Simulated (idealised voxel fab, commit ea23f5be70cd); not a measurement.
process module | voxel gate over fins
cross-section cut | 250 nm wide | cells 5 nm
A cross-section is a grid of square cells, given in bands from the top down. A band is one or more rows of cells.
Each band's line starts with the height of the band's top and of its bottom, in nm. Then come its materials from left to right, each with its width in nm. One material with "throughout" fills the band from edge to edge. "air" is empty space.
Height 0 is the level under which the wafer as received is all one material. The lowest band goes on downwards, as in "0 down".
A width such as "30 to 40" changes by the same amount from each row of cells to the next, from the band's top row to its bottom row.
"no change" after a step means that no cell of the cross-section changed.
closed voids: empty space of 8 cells or more with no open way to the top, each as width x height at its distance from the left edge, in nm
after a step's settings: what the simulator itself notes on the step
overlay nm, on a step with a mask: how far to the right of its planned place the mask lay; to the left if negative
plan
1 op RECEIVE | material Si
2 op CONFORMAL_DEP | material SiN | thk nm 10
3 op DIRECTIONAL_DEP | material aC | thk nm 15
4 op PATTERN | tone cover | mask id FINS | material resist | width nm 15 | pitch nm 35 | thk nm 30 | overlay nm 0
5 op DIRECTIONAL_ETCH | etch materials aC | depth nm 15
6 op STRIP | etch materials resist
7 op DIRECTIONAL_ETCH | etch materials SiN | depth nm 5
8 op DIRECTIONAL_ETCH | etch materials Si | depth nm 40
9 op STRIP | etch materials aC
10 op FILL_DEP | material SiO2 | thk nm 15
11 op CMP | height nm 10
12 op SELECTIVE_ETCH | etch materials SiO2 | depth nm 25
13 op STRIP | etch materials SiN
14 op CONFORMAL_DEP | material HfO2 | thk nm 5
15 op CONFORMAL_DEP | material TiN | thk nm 5
16 op CONFORMAL_DEP | material TiAl | thk nm 5
17 op CONFORMAL_DEP | material TiN | thk nm 5
18 op FILL_DEP | material W | thk nm 15
19 op CMP | height nm 30
20 op CONFORMAL_DEP | material SiN | thk nm 5
varied across the wafers: depth nm of step 7. The plan shows the first wafer's value. All wafers start alike
first wafer as received, after step 1
  0 down: Si throughout
  closed voids: none
each wafer at the end: cells of each material gained (+) or lost (-) since it was received, then its closed voids
depth nm 5 | +50 HfO2 | +50 SiN | +50 TiAl | +100 TiN | +100 W | closed voids: none
depth nm 10 | +62 HfO2 | -352 Si | +50 SiN | +220 SiO2 | +56 TiAl | +118 TiN | +196 W | closed voids: none
depth nm 15 | +62 HfO2 | -352 Si | +50 SiN | +220 SiO2 | +56 TiAl | +118 TiN | +196 W | closed voids: none
depth nm 20 | +62 HfO2 | -352 Si | +50 SiN | +220 SiO2 | +56 TiAl | +118 TiN | +196 W | closed voids: none
depth nm 25 | +62 HfO2 | -352 Si | +50 SiN | +220 SiO2 | +56 TiAl | +118 TiN | +196 W | closed voids: none
